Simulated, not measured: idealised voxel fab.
Module name: voxel transistor to metal (process module)
cross-section cut | 265 nm wide | cells 5 nm
Bands, listed from the top down, are how a cross-section gets written in this document; the cross-section itself is a grid of square cells, and a band is one or more rows of them.
This entry defines a band. It first specifies the height of the band's top and the height of its bottom in nm, and then specifies the band's materials from left to right, stating each material with its width in nm. The word "edge to edge" identifies a single material that fills the band from edge to edge, while the word "blank" identifies empty space.
Heights from 0 (as-received wafer is one material below). Bottom band endless downward, as "0 and below".
The width entry "30->40" should be interpreted row by row: the top row of cells in the band takes the first number, the bottom row takes the second number, and the change between adjacent rows is uniform throughout.
Basically "same as before" means that step didn't change any cell in the cross-section.
"Sealed internal voids" - sealed voids, min. 8 cells, no opening to top; format: width x height at distance (distance from left edge; nm throughout).
The remark found on a step's line after its settings is issued by the simulator itself and pertains to that step.
overlay nm: on a step with a mask, how far right of its planned place the mask lay; negative means left.
**The following list gives the planned process steps**
| 1 | RECEIVE, material Si |
| 2 | OXIDIZE, depth nm 5 |
| 3 | CONFORMAL_DEP, material SiN, thk nm 10 |
| 4 | PATTERN, tone cover, mask id ACTIVE, material resist, width nm 100, pitch nm 125, thk nm 20, overlay nm 0 |
| 5 | DIRECTIONAL_ETCH, etch materials SiN, depth nm 10 |
| 6 | DIRECTIONAL_ETCH, etch materials SiO2, depth nm 5 |
| 7 | DIRECTIONAL_ETCH, etch materials Si, depth nm 20 |
| 8 | STRIP, etch materials resist |
| 9 | OXIDIZE, depth nm 5 |
| 10 | FILL_DEP, material SiO2, thk nm 10 |
| 11 | CMP, height nm 10 |
| 12 | SELECTIVE_ETCH, etch materials SiO2, depth nm 10 |
| 13 | STRIP, etch materials SiN |
| 14 | SELECTIVE_ETCH, etch materials SiO2, depth nm 5 |
| 15 | OXIDIZE, depth nm 5 |
| 16 | DIRECTIONAL_DEP, material polySi, thk nm 30 |
| 17 | DIRECTIONAL_DEP, material SiCN, thk nm 10 |
| 18 | MASKED_ETCH, tone cover, mask id GATE, width nm 20, pitch nm 125, etch materials SiCN, depth nm 20, overlay nm 0 |
| 19 | MASKED_ETCH, tone cover, mask id GATE, width nm 20, pitch nm 125, etch materials polySi, depth nm 40, overlay nm 0 |
| 20 | CONFORMAL_DEP, material SiN, thk nm 5 |
| 21 | DIRECTIONAL_ETCH, etch materials SiN, depth nm 5 |
| 22 | DIRECTIONAL_ETCH, etch materials SiO2, depth nm 5 |
| 23 | EPI, material nSi, thk nm 5 |
| 24 | FILL_DEP, material SiO2, thk nm 5 |
| 25 | CMP, height nm 35 |
| 26 | DIRECTIONAL_DEP, material SiO2, thk nm 15 |
| 27 | MASKED_ETCH, tone open, mask id CONTACT, width nm 15, etch materials SiO2, depth nm 55, overlay nm 0 |
| 28 | CONFORMAL_DEP, material TiN, thk nm 5 |
| 29 | FILL_DEP, material W, thk nm 10 |
| 30 | CMP, height nm 50 |
| 31 | CONFORMAL_DEP, material SiN, thk nm 5 |
| 32 | DIRECTIONAL_DEP, material lowk, thk nm 15 |
| 33 | PATTERN, tone open, mask id METAL_1, material resist, width nm 15, thk nm 15, overlay nm 0 |
| 34 | DIRECTIONAL_ETCH, etch materials lowk, depth nm 15 |
| 35 | DIRECTIONAL_ETCH, etch materials SiN, depth nm 5 |
| 36 | STRIP, etch materials resist |
| 37 | CONFORMAL_DEP, material TiN, thk nm 5 |
| 38 | FILL_DEP, material Ru, thk nm 10 |
| 39 | CMP, height nm 70 |
| 40 | EPI, material Ru, thk nm 5 |
| 41 | FILL_DEP, material SiCN, thk nm 5 |
| 42 | DIRECTIONAL_DEP, material lowk, thk nm 35 |
| 43 | DIRECTIONAL_DEP, material aC, thk nm 15 |
| 44 | PATTERN, tone open, mask id METAL_2, material resist, width nm 15, pitch nm 125, thk nm 30, overlay nm 0 |
| 45 | DIRECTIONAL_ETCH, etch materials aC, depth nm 15 |
| 46 | STRIP, etch materials resist |
| 47 | DIRECTIONAL_ETCH, etch materials lowk, depth nm 20 |
| 48 | STRIP, etch materials aC |
| 49 | PATTERN, tone open, mask id METAL_2_HOLES, material resist, width nm 15, pitch nm 125, thk nm 15, overlay nm 0 |
| 50 | DIRECTIONAL_ETCH, etch materials lowk, depth nm 15 |
| 51 | DIRECTIONAL_ETCH, etch materials SiCN, depth nm 5 |
| 52 | STRIP, etch materials resist |
| 53 | CONFORMAL_DEP, material TiN, thk nm 5 |
| 54 | FILL_DEP, material Ru, thk nm 5 |
| 55 | CMP, height nm 115 |
| 56 | CONFORMAL_DEP, material SiN, thk nm 5 |
All wafers enter the flow in the same state. The depth nm at step 15 differs from wafer to wafer, and the plan gives the value for the first wafer.
**Sectional view: first of several wafers, as received, after step 1**
> 0 and below: Si edge to edge
> Sealed internal voids: none
**Take any row and you have a wafer at the end of the module: how many cells of each material it has gained (+) or lost (-) since it was received, and then its closed voids**
depth nm 5 | +46 Ru | -174 Si | +96 SiCN | +126 SiN | +448 SiO2 | +162 TiN | +40 W | +452 lowk | +28 nSi | +48 polySi | Sealed internal voids: none
depth nm 10 | +46 Ru | -210 Si | +96 SiCN | +126 SiN | +512 SiO2 | +162 TiN | +40 W | +452 lowk | +48 polySi | Sealed internal voids: none
depth nm 15 | +46 Ru | -246 Si | +96 SiCN | +126 SiN | +548 SiO2 | +162 TiN | +40 W | +452 lowk | +48 polySi | Sealed internal voids: none
depth nm 20 | +46 Ru | -282 Si | +96 SiCN | +126 SiN | +584 SiO2 | +162 TiN | +40 W | +452 lowk | +48 polySi | Sealed internal voids: none
